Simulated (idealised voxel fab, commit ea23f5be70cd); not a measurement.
Name of the process module below: voxel capacitor over wiring
For reference, the cross-section in this document is cut, with width 270 nm and square cells of 5 nm.
Cross-sections here: square-cell grids, written as top-down lists of bands, a band being one or more rows of cells. First you get the band's top height and its bottom height, in nm, and then the materials it's made of, left to right, with each width in nm. If you see a single material with "everywhere", that one covers the band edge to edge. "empty" is empty space. We count height from 0. Below that, the starting wafer is all one material. The lowest band never ends at the bottom but goes on down; see "0 nm and below" for how that is written. A two-number width, for instance "30..40", indicates that the width is equal to the first number in the top row of the band and to the second number in the bottom row, and that it changes by a constant amount per row of cells. Step note "nothing different" = no cross-section cell changed. "Enclosed void catalog" enumerates empty spaces isolated from the top, with no open way to it, that contain at least 8 cells, giving each as width x height at distance from the left edge, all three in nm. Formally, on a step line, whatever follows the settings is a remark that the simulator itself makes on the step. overlay nm: how far to the right of its planned place the mask lay on this masked step (negative: to the left).
-- The following list gives the planned process steps
| 1 | RECEIVE [material Si] |
| 2 | CONFORMAL_DEP [material SiO2] [thk nm 15] |
| 3 | DIRECTIONAL_DEP [material TiN] [thk nm 5] |
| 4 | DIRECTIONAL_DEP [material Ru] [thk nm 25] |
| 5 | DIRECTIONAL_DEP [material aC] [thk nm 15] |
| 6 | PATTERN [tone cover] [mask id METAL_1] [material resist] [width nm 20] [pitch nm 85] [thk nm 35] [overlay nm 0] |
| 7 | DIRECTIONAL_ETCH [etch materials aC] [depth nm 15] |
| 8 | STRIP [etch materials resist] |
| 9 | DIRECTIONAL_ETCH [etch materials Ru] [depth nm 25] |
| 10 | DIRECTIONAL_ETCH [etch materials TiN] [depth nm 5] |
| 11 | STRIP [etch materials aC] |
| 12 | CONFORMAL_DEP [material SiCN] [thk nm 5] |
| 13 | FILL_DEP [material lowk] [thk nm 5] |
| 14 | CMP [height nm 45] |
| 15 | CONFORMAL_DEP [material SiCN] [thk nm 5] |
| 16 | DIRECTIONAL_DEP [material SiO2] [thk nm 15] |
| 17 | DIRECTIONAL_DEP [material aC] [thk nm 10] |
| 18 | PATTERN [tone open] [mask id PLUG_1] [material resist] [width nm 15] [thk nm 25] [overlay nm 0] |
| 19 | DIRECTIONAL_ETCH [etch materials aC] [depth nm 10] |
| 20 | STRIP [etch materials resist] |
| 21 | DIRECTIONAL_ETCH [etch materials SiO2] [depth nm 15] |
| 22 | DIRECTIONAL_ETCH [etch materials SiCN] [depth nm 5] |
| 23 | STRIP [etch materials aC] |
| 24 | CONFORMAL_DEP [material TiN] [thk nm 5] |
| 25 | FILL_DEP [material Ru] [thk nm 10] |
| 26 | CMP [height nm 65] |
| 27 | DIRECTIONAL_DEP [material TiN] [thk nm 5] |
| 28 | DIRECTIONAL_DEP [material SiN] [thk nm 5] |
| 29 | DIRECTIONAL_DEP [material TiN] [thk nm 5] |
| 30 | MASKED_ETCH [tone cover] [mask id UPPER_PLATE] [width nm 70] [etch materials TiN] [depth nm 5] [overlay nm 0] |
| 31 | MASKED_ETCH [tone cover] [mask id UPPER_PLATE] [width nm 70] [etch materials SiN] [depth nm 5] [overlay nm 0] |
| 32 | PATTERN [tone cover] [mask id LOWER_PLATE] [material resist] [width nm 80] [thk nm 15] [overlay nm 0] |
| 33 | DIRECTIONAL_ETCH [etch materials TiN] [depth nm 5] |
| 34 | STRIP [etch materials resist] |
| 35 | FILL_DEP [material SiO2] [thk nm 20] |
| 36 | CMP [height nm 95] |
| 37 | MASKED_ETCH [tone open] [mask id PLUG_2] [width nm 15] [etch materials SiO2] [depth nm 15] [overlay nm 0] |
| 38 | CONFORMAL_DEP [material TiN] [thk nm 5] |
| 39 | FILL_DEP [material Ru] [thk nm 5] |
| 40 | CMP [height nm 95] |
| 41 | CONFORMAL_DEP [material SiN] [thk nm 5] |
-- Account of the first of two wafers, which was processed as intended
-- Wafer at receipt (post step 1), cross-section
	0 nm and below  Si everywhere
	Enclosed void catalog: none
-- Wafer xsec, post step 2
	15 nm to 0 nm  SiO2 everywhere
	Note: structure below 0 unchanged.
-- Wafer xsec, post step 3
	20 nm to 15 nm  TiN everywhere
	Note: structure below 15 unchanged.
-- Wafer xsec, post step 4
	45 nm to 20 nm  Ru everywhere
	Note: structure below 20 unchanged.
-- Wafer xsec, post step 5
	60 nm to 45 nm  aC everywhere
	Note: structure below 45 unchanged.
-- Wafer xsec, post step 6
	95 nm to 60 nm  empty (80)  resist (20)  empty (65)  resist (20)  empty (85)
	Note: structure below 60 unchanged.
-- Wafer xsec, post step 7
	80 nm to 60 nm  empty (80)  resist (20)  empty (65)  resist (20)  empty (85)
	60 nm to 45 nm  empty (80)  aC (20)  empty (65)  aC (20)  empty (85)
	Note: structure below 45 unchanged.
-- Wafer xsec, post step 8
	60 nm to 45 nm  empty (80)  aC (20)  empty (65)  aC (20)  empty (85)
	Note: structure below 45 unchanged.
-- Wafer xsec, post step 9
	60 nm to 45 nm  empty (80)  aC (20)  empty (65)  aC (20)  empty (85)
	45 nm to 20 nm  empty (80)  Ru (20)  empty (65)  Ru (20)  empty (85)
	Note: structure below 20 unchanged.
-- Wafer xsec, post step 10
	60 nm to 45 nm  empty (80)  aC (20)  empty (65)  aC (20)  empty (85)
	45 nm to 20 nm  empty (80)  Ru (20)  empty (65)  Ru (20)  empty (85)
	20 nm to 15 nm  empty (80)  TiN (20)  empty (65)  TiN (20)  empty (85)
	Note: structure below 15 unchanged.
-- Wafer xsec, post step 11
	45 nm to 20 nm  empty (80)  Ru (20)  empty (65)  Ru (20)  empty (85)
	Note: structure below 20 unchanged.
-- Wafer xsec, post step 12
	50 nm to 45 nm  empty (75)  SiCN (30)  empty (55)  SiCN (30)  empty (80)
	45 nm to 20 nm  empty (75)  SiCN (5)  Ru (20)  SiCN (5)  empty (55)  SiCN (5)  Ru (20)  SiCN (5)  empty (80)
	20 nm to 15 nm  SiCN (80)  TiN (20)  SiCN (65)  TiN (20)  SiCN (85)
	Note: structure below 15 unchanged.
-- Wafer xsec, post step 13
	55 nm to 50 nm  lowk everywhere
	50 nm to 45 nm  lowk (75)  SiCN (30)  lowk (55)  SiCN (30)  lowk (80)
	45 nm to 20 nm  lowk (75)  SiCN (5)  Ru (20)  SiCN (5)  lowk (55)  SiCN (5)  Ru (20)  SiCN (5)  lowk (80)
	Note: structure below 20 unchanged.
-- Wafer xsec, post step 14
	45 nm to 20 nm  lowk (75)  SiCN (5)  Ru (20)  SiCN (5)  lowk (55)  SiCN (5)  Ru (20)  SiCN (5)  lowk (80)
	Note: structure below 20 unchanged.
-- Wafer xsec, post step 15
	50 nm to 45 nm  SiCN everywhere
	Note: structure below 45 unchanged.
-- Wafer xsec, post step 16
	65 nm to 50 nm  SiO2 everywhere
	Note: structure below 50 unchanged.
-- Wafer xsec, post step 17
	75 nm to 65 nm  aC everywhere
	Note: structure below 65 unchanged.
-- Wafer xsec, post step 18
	100 nm to 75 nm  resist (85)  empty (15)  resist (170)
	Note: structure below 75 unchanged.
-- Wafer xsec, post step 19
	90 nm to 75 nm  resist (85)  empty (15)  resist (170)
	75 nm to 65 nm  aC (85)  empty (15)  aC (170)
	Note: structure below 65 unchanged.
-- Wafer xsec, post step 20
	75 nm to 65 nm  aC (85)  empty (15)  aC (170)
	Note: structure below 65 unchanged.
-- Wafer xsec, post step 21
	75 nm to 65 nm  aC (85)  empty (15)  aC (170)
	65 nm to 50 nm  SiO2 (85)  empty (15)  SiO2 (170)
	Note: structure below 50 unchanged.
-- Wafer xsec, post step 22
	75 nm to 65 nm  aC (85)  empty (15)  aC (170)
	65 nm to 50 nm  SiO2 (85)  empty (15)  SiO2 (170)
	50 nm to 45 nm  SiCN (85)  empty (15)  SiCN (170)
	Note: structure below 45 unchanged.
-- Wafer xsec, post step 23
	65 nm to 50 nm  SiO2 (85)  empty (15)  SiO2 (170)
	Note: structure below 50 unchanged.
-- Wafer xsec, post step 24
	70 nm to 65 nm  TiN (90)  empty (5)  TiN (175)
	65 nm to 50 nm  SiO2 (85)  TiN (5)  empty (5)  TiN (5)  SiO2 (170)
	50 nm to 45 nm  SiCN (85)  TiN (15)  SiCN (170)
	Note: structure below 45 unchanged.
-- Wafer xsec, post step 25
	80 nm to 70 nm  Ru everywhere
	70 nm to 65 nm  TiN (90)  Ru (5)  TiN (175)
	65 nm to 50 nm  SiO2 (85)  TiN (5)  Ru (5)  TiN (5)  SiO2 (170)
	Note: structure below 50 unchanged.
-- Wafer xsec, post step 26
	65 nm to 50 nm  SiO2 (85)  TiN (5)  Ru (5)  TiN (5)  SiO2 (170)
	Note: structure below 50 unchanged.
-- Wafer xsec, post step 27
	70 nm to 65 nm  TiN everywhere
	Note: structure below 65 unchanged.
-- Wafer xsec, post step 28
	75 nm to 70 nm  SiN everywhere
	Note: structure below 70 unchanged.
-- Wafer xsec, post step 29
	80 nm to 75 nm  TiN everywhere
	Note: structure below 75 unchanged.
-- Wafer xsec, post step 30
	80 nm to 75 nm  empty (85)  TiN (70)  empty (115)
	Note: structure below 75 unchanged.
-- Wafer xsec, post step 31
	80 nm to 75 nm  empty (85)  TiN (70)  empty (115)
	75 nm to 70 nm  empty (85)  SiN (70)  empty (115)
	Note: structure below 70 unchanged.
-- Wafer xsec, post step 32
	95 nm to 80 nm  empty (80)  resist (80)  empty (110)
	80 nm to 75 nm  empty (80)  resist (5)  TiN (70)  resist (5)  empty (110)
	75 nm to 70 nm  empty (80)  resist (5)  SiN (70)  resist (5)  empty (110)
	Note: structure below 70 unchanged.
-- Wafer xsec, post step 33
	95 nm to 80 nm  empty (80)  resist (80)  empty (110)
	80 nm to 75 nm  empty (80)  resist (5)  TiN (70)  resist (5)  empty (110)
	75 nm to 70 nm  empty (80)  resist (5)  SiN (70)  resist (5)  empty (110)
	70 nm to 65 nm  empty (80)  TiN (80)  empty (110)
	Note: structure below 65 unchanged.
-- Wafer xsec, post step 34
	80 nm to 75 nm  empty (85)  TiN (70)  empty (115)
	75 nm to 70 nm  empty (85)  SiN (70)  empty (115)
	Note: structure below 70 unchanged.
-- Wafer xsec, post step 35
	100 nm to 80 nm  SiO2 everywhere
	80 nm to 75 nm  SiO2 (85)  TiN (70)  SiO2 (115)
	75 nm to 70 nm  SiO2 (85)  SiN (70)  SiO2 (115)
	70 nm to 65 nm  SiO2 (80)  TiN (80)  SiO2 (110)
	Note: structure below 65 unchanged.
-- Wafer xsec, post step 36
	95 nm to 80 nm  SiO2 everywhere
	Note: structure below 80 unchanged.
-- Wafer xsec, post step 37
	95 nm to 80 nm  SiO2 (95)  empty (15)  SiO2 (160)
	Note: structure below 80 unchanged.
-- Wafer xsec, post step 38
	100 nm to 95 nm  TiN (100)  empty (5)  TiN (165)
	95 nm to 85 nm  SiO2 (95)  TiN (5)  empty (5)  TiN (5)  SiO2 (160)
	85 nm to 75 nm  SiO2 (95..85)  TiN (15..70)  SiO2 (160..115)
	Note: structure below 75 unchanged.
-- Wafer xsec, post step 39
	105 nm to 100 nm  Ru everywhere
	100 nm to 95 nm  TiN (100)  Ru (5)  TiN (165)
	95 nm to 85 nm  SiO2 (95)  TiN (5)  Ru (5)  TiN (5)  SiO2 (160)
	Note: structure below 85 unchanged.
-- Wafer xsec, post step 40
	95 nm to 85 nm  SiO2 (95)  TiN (5)  Ru (5)  TiN (5)  SiO2 (160)
	Note: structure below 85 unchanged.
-- Wafer xsec, post step 41
	100 nm to 95 nm  SiN everywhere
	Note: structure below 95 unchanged.
-- Wafer two of the pair: same origin, same plan, one error during the run; identical to wafer one up to and including step 5
-- Cross-section of the second wafer corresponding to the planned conclusion of step 6
	95 nm to 60 nm  empty (90)  resist (20)  empty (65)  resist (20)  empty (75)
	Note: structure below 60 unchanged.
-- Cross-section of the second wafer corresponding to the planned conclusion of step 7
	80 nm to 60 nm  empty (90)  resist (20)  empty (65)  resist (20)  empty (75)
	60 nm to 45 nm  empty (90)  aC (20)  empty (65)  aC (20)  empty (75)
	Note: structure below 45 unchanged.
-- Cross-section of the second wafer corresponding to the planned conclusion of step 8
	60 nm to 45 nm  empty (90)  aC (20)  empty (65)  aC (20)  empty (75)
	Note: structure below 45 unchanged.
-- Cross-section of the second wafer corresponding to the planned conclusion of step 9
	60 nm to 45 nm  empty (90)  aC (20)  empty (65)  aC (20)  empty (75)
	45 nm to 20 nm  empty (90)  Ru (20)  empty (65)  Ru (20)  empty (75)
	Note: structure below 20 unchanged.
-- Cross-section of the second wafer corresponding to the planned conclusion of step 10
	60 nm to 45 nm  empty (90)  aC (20)  empty (65)  aC (20)  empty (75)
	45 nm to 20 nm  empty (90)  Ru (20)  empty (65)  Ru (20)  empty (75)
	20 nm to 15 nm  empty (90)  TiN (20)  empty (65)  TiN (20)  empty (75)
	Note: structure below 15 unchanged.
-- Cross-section of the second wafer corresponding to the planned conclusion of step 11
	45 nm to 20 nm  empty (90)  Ru (20)  empty (65)  Ru (20)  empty (75)
	Note: structure below 20 unchanged.
-- Cross-section of the second wafer corresponding to the planned conclusion of step 12
	50 nm to 45 nm  empty (85)  SiCN (30)  empty (55)  SiCN (30)  empty (70)
	45 nm to 20 nm  empty (85)  SiCN (5)  Ru (20)  SiCN (5)  empty (55)  SiCN (5)  Ru (20)  SiCN (5)  empty (70)
	20 nm to 15 nm  SiCN (90)  TiN (20)  SiCN (65)  TiN (20)  SiCN (75)
	Note: structure below 15 unchanged.
-- Cross-section of the second wafer corresponding to the planned conclusion of step 13
	55 nm to 50 nm  lowk everywhere
	50 nm to 45 nm  lowk (85)  SiCN (30)  lowk (55)  SiCN (30)  lowk (70)
	45 nm to 20 nm  lowk (85)  SiCN (5)  Ru (20)  SiCN (5)  lowk (55)  SiCN (5)  Ru (20)  SiCN (5)  lowk (70)
	Note: structure below 20 unchanged.
-- Cross-section of the second wafer corresponding to the planned conclusion of step 14
	45 nm to 20 nm  lowk (85)  SiCN (5)  Ru (20)  SiCN (5)  lowk (55)  SiCN (5)  Ru (20)  SiCN (5)  lowk (70)
	Note: structure below 20 unchanged.
-- Cross-section of the second wafer corresponding to the planned conclusion of step 15
	50 nm to 45 nm  SiCN everywhere
	Note: structure below 45 unchanged.
-- Cross-section of the second wafer corresponding to the planned conclusion of step 16
	65 nm to 50 nm  SiO2 everywhere
	Note: structure below 50 unchanged.
-- Cross-section of the second wafer corresponding to the planned conclusion of step 17
	75 nm to 65 nm  aC everywhere
	Note: structure below 65 unchanged.
-- Cross-section of the second wafer corresponding to the planned conclusion of step 18
	100 nm to 75 nm  resist (85)  empty (15)  resist (170)
	Note: structure below 75 unchanged.
-- Cross-section of the second wafer corresponding to the planned conclusion of step 19
	90 nm to 75 nm  resist (85)  empty (15)  resist (170)
	75 nm to 65 nm  aC (85)  empty (15)  aC (170)
	Note: structure below 65 unchanged.
-- Cross-section of the second wafer corresponding to the planned conclusion of step 20
	75 nm to 65 nm  aC (85)  empty (15)  aC (170)
	Note: structure below 65 unchanged.
-- Cross-section of the second wafer corresponding to the planned conclusion of step 21
	75 nm to 65 nm  aC (85)  empty (15)  aC (170)
	65 nm to 50 nm  SiO2 (85)  empty (15)  SiO2 (170)
	Note: structure below 50 unchanged.
-- Cross-section of the second wafer corresponding to the planned conclusion of step 22
	75 nm to 65 nm  aC (85)  empty (15)  aC (170)
	65 nm to 50 nm  SiO2 (85)  empty (15)  SiO2 (170)
	50 nm to 45 nm  SiCN (85)  empty (15)  SiCN (170)
	Note: structure below 45 unchanged.
-- Cross-section of the second wafer corresponding to the planned conclusion of step 23
	65 nm to 50 nm  SiO2 (85)  empty (15)  SiO2 (170)
	Note: structure below 50 unchanged.
-- Cross-section of the second wafer corresponding to the planned conclusion of step 24
	70 nm to 65 nm  TiN (90)  empty (5)  TiN (175)
	65 nm to 50 nm  SiO2 (85)  TiN (5)  empty (5)  TiN (5)  SiO2 (170)
	50 nm to 45 nm  SiCN (85)  TiN (15)  SiCN (170)
	Note: structure below 45 unchanged.
-- Cross-section of the second wafer corresponding to the planned conclusion of step 25
	80 nm to 70 nm  Ru everywhere
	70 nm to 65 nm  TiN (90)  Ru (5)  TiN (175)
	65 nm to 50 nm  SiO2 (85)  TiN (5)  Ru (5)  TiN (5)  SiO2 (170)
	Note: structure below 50 unchanged.
-- Cross-section of the second wafer corresponding to the planned conclusion of step 26
	65 nm to 50 nm  SiO2 (85)  TiN (5)  Ru (5)  TiN (5)  SiO2 (170)
	Note: structure below 50 unchanged.
-- Cross-section of the second wafer corresponding to the planned conclusion of step 27
	70 nm to 65 nm  TiN everywhere
	Note: structure below 65 unchanged.
-- Cross-section of the second wafer corresponding to the planned conclusion of step 28
	75 nm to 70 nm  SiN everywhere
	Note: structure below 70 unchanged.
-- Cross-section of the second wafer corresponding to the planned conclusion of step 29
	80 nm to 75 nm  TiN everywhere
	Note: structure below 75 unchanged.
-- Cross-section of the second wafer corresponding to the planned conclusion of step 30
	80 nm to 75 nm  empty (85)  TiN (70)  empty (115)
	Note: structure below 75 unchanged.
-- Cross-section of the second wafer corresponding to the planned conclusion of step 31
	80 nm to 75 nm  empty (85)  TiN (70)  empty (115)
	75 nm to 70 nm  empty (85)  SiN (70)  empty (115)
	Note: structure below 70 unchanged.
-- Cross-section of the second wafer corresponding to the planned conclusion of step 32
	95 nm to 80 nm  empty (80)  resist (80)  empty (110)
	80 nm to 75 nm  empty (80)  resist (5)  TiN (70)  resist (5)  empty (110)
	75 nm to 70 nm  empty (80)  resist (5)  SiN (70)  resist (5)  empty (110)
	Note: structure below 70 unchanged.
-- Cross-section of the second wafer corresponding to the planned conclusion of step 33
	95 nm to 80 nm  empty (80)  resist (80)  empty (110)
	80 nm to 75 nm  empty (80)  resist (5)  TiN (70)  resist (5)  empty (110)
	75 nm to 70 nm  empty (80)  resist (5)  SiN (70)  resist (5)  empty (110)
	70 nm to 65 nm  empty (80)  TiN (80)  empty (110)
	Note: structure below 65 unchanged.
-- Cross-section of the second wafer corresponding to the planned conclusion of step 34
	80 nm to 75 nm  empty (85)  TiN (70)  empty (115)
	75 nm to 70 nm  empty (85)  SiN (70)  empty (115)
	Note: structure below 70 unchanged.
-- Cross-section of the second wafer corresponding to the planned conclusion of step 35
	100 nm to 80 nm  SiO2 everywhere
	80 nm to 75 nm  SiO2 (85)  TiN (70)  SiO2 (115)
	75 nm to 70 nm  SiO2 (85)  SiN (70)  SiO2 (115)
	70 nm to 65 nm  SiO2 (80)  TiN (80)  SiO2 (110)
	Note: structure below 65 unchanged.
-- Cross-section of the second wafer corresponding to the planned conclusion of step 36
	95 nm to 80 nm  SiO2 everywhere
	Note: structure below 80 unchanged.
-- Cross-section of the second wafer corresponding to the planned conclusion of step 37
	95 nm to 80 nm  SiO2 (95)  empty (15)  SiO2 (160)
	Note: structure below 80 unchanged.
-- Cross-section of the second wafer corresponding to the planned conclusion of step 38
	100 nm to 95 nm  TiN (100)  empty (5)  TiN (165)
	95 nm to 85 nm  SiO2 (95)  TiN (5)  empty (5)  TiN (5)  SiO2 (160)
	85 nm to 75 nm  SiO2 (95..85)  TiN (15..70)  SiO2 (160..115)
	Note: structure below 75 unchanged.
-- Cross-section of the second wafer corresponding to the planned conclusion of step 39
	105 nm to 100 nm  Ru everywhere
	100 nm to 95 nm  TiN (100)  Ru (5)  TiN (165)
	95 nm to 85 nm  SiO2 (95)  TiN (5)  Ru (5)  TiN (5)  SiO2 (160)
	Note: structure below 85 unchanged.
-- Cross-section of the second wafer corresponding to the planned conclusion of step 40
	95 nm to 85 nm  SiO2 (95)  TiN (5)  Ru (5)  TiN (5)  SiO2 (160)
	Note: structure below 85 unchanged.
-- Cross-section of the second wafer corresponding to the planned conclusion of step 41
	100 nm to 95 nm  SiN everywhere
	Note: structure below 95 unchanged.
Heads up, the wafer didn't run the way we planned it: step 6 ran as: PATTERN [tone cover] [mask id METAL_1] [material resist] [width nm 20] [pitch nm 85] [thk nm 35] [overlay nm 10]
At the close, every material occupies the same number of cells on the second wafer as on the first, only in different positions.
